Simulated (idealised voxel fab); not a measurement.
The process module presented herein is designated voxel self aligned contacts.
It is cross-section cut that appears here, measuring 205 nm in width, its square cells being 5 nm in size.
When this document writes out a cross-section, it uses a grid of square cells and lists it as bands, beginning at the top and moving down, with a band standing for one or more rows of cells. What a band's entry tells you: where the top is and where the bottom is, as heights in nm, and after that what lies inside, material by material from left to right, each with its width in nm. Empty space is written as the word "empty", and a single material marked with the word "edge to edge" occupies the band from edge to edge. Heights are reckoned from 0. Under this level, the received wafer is all of one material. The bottommost band is open-ended downward, for example "0 nm and below". The expression "30 to 40" gives the width at the extremes of the band, the first number at its top row of cells and the second at its bottom row, with the width changing by equal amounts from each row to the next in between. Take "no change occurred" at face value: in the step it is given for, the cross-section changed in none of its cells. Each empty space that has no open way to the top and spans at least 8 cells appears under "Closed void entries" as width x height at distance, the distance counted from the left edge, all in nm. Step line, after settings: the simulator's comment on this step. The line of a step may include "overlay nm". On a step with a mask, this value is how far to the right of its planned place the mask lay. A negative value means the mask lay to the left.

# Process steps foreseen in the plan
1 RECEIVE | material Si
2 CONFORMAL_DEP | material SiO2 | thk nm 5
3 DIRECTIONAL_DEP | material polySi | thk nm 25
4 DIRECTIONAL_DEP | material SiN | thk nm 20
5 MASKED_ETCH | tone cover | mask id GATE | width nm 25 | pitch nm 60 | etch materials SiN | depth nm 20 | overlay nm 0
6 MASKED_ETCH | tone cover | mask id GATE | width nm 25 | pitch nm 60 | etch materials polySi | depth nm 25 | overlay nm 0
7 CONFORMAL_DEP | material SiN | thk nm 10
8 DIRECTIONAL_ETCH | etch materials SiN | depth nm 10
9 FILL_DEP | material SiO2 | thk nm 10
10 CMP | height nm 55
11 DIRECTIONAL_DEP | material aC | thk nm 10
12 PATTERN | tone open | mask id CONTACT | material resist | width nm 45 | pitch nm 60 | thk nm 30 | overlay nm 0
13 DIRECTIONAL_ETCH | etch materials aC | depth nm 10
14 STRIP | etch materials resist
15 DIRECTIONAL_ETCH | etch materials SiO2 | depth nm 55
16 STRIP | etch materials aC
17 CONFORMAL_DEP | material TiN | thk nm 5
18 FILL_DEP | material Ru | thk nm 5
19 CMP | height nm 55
20 CONFORMAL_DEP | material SiN | thk nm 5

# Delivered wafer in cross-section: state after step 1
> 0 nm and below | Si edge to edge
> Closed void entries: none

# Cross-sectional view of the first of the two wafers upon completion of the module, processed in accordance with the plan
> 60 nm to 55 nm | SiN edge to edge
> 55 nm to 50 nm | 50 of SiO2; 20 of TiN; 5 of Ru; 20 of TiN; 15 of SiO2; 20 of TiN; 5 of Ru; 20 of TiN; 50 of SiO2
> 50 nm to 30 nm | 20 of SiO2; 45 of SiN; 5 of TiN; 5 of Ru; 5 of TiN; 45 of SiN; 5 of TiN; 5 of Ru; 5 of TiN; 45 of SiN; 20 of SiO2
> 30 nm to 5 nm | 20 of SiO2; 10 of SiN; 25 of polySi; 10 of SiN; 5 of TiN; 5 of Ru; 5 of TiN; 10 of SiN; 25 of polySi; 10 of SiN; 5 of TiN; 5 of Ru; 5 of TiN; 10 of SiN; 25 of polySi; 10 of SiN; 20 of SiO2
> 5 nm to 0 nm | 65 of SiO2; 15 of TiN; 45 of SiO2; 15 of TiN; 65 of SiO2
> 0 nm and below | Si edge to edge
> Closed void entries: none

# This cross-section belongs to the second wafer of two at the end of the module; the start and the plan were shared with the first, and the run included one mistake
> 60 nm to 55 nm | SiN edge to edge
> 55 nm to 50 nm | Ru edge to edge
> 50 nm to 45 nm | 70 of TiN; 5 of Ru; 55 of TiN; 5 of Ru; 70 of TiN
> 45 nm to 30 nm | 20 of SiO2; 45 of SiN; 5 of TiN; 5 of Ru; 5 of TiN; 45 of SiN; 5 of TiN; 5 of Ru; 5 of TiN; 45 of SiN; 20 of SiO2
> 30 nm to 5 nm | 20 of SiO2; 10 of SiN; 25 of polySi; 10 of SiN; 5 of TiN; 5 of Ru; 5 of TiN; 10 of SiN; 25 of polySi; 10 of SiN; 5 of TiN; 5 of Ru; 5 of TiN; 10 of SiN; 25 of polySi; 10 of SiN; 20 of SiO2
> 5 nm to 0 nm | 65 of SiO2; 15 of TiN; 45 of SiO2; 15 of TiN; 65 of SiO2
> 0 nm and below | Si edge to edge
> Closed void entries: none
Deviation from plan: step 10 ran as: CMP | height nm 45
FYI, end of process, the second wafer has more or fewer cells of some materials than the first: +39 Ru, -27 SiN, -31 SiO2, +19 TiN
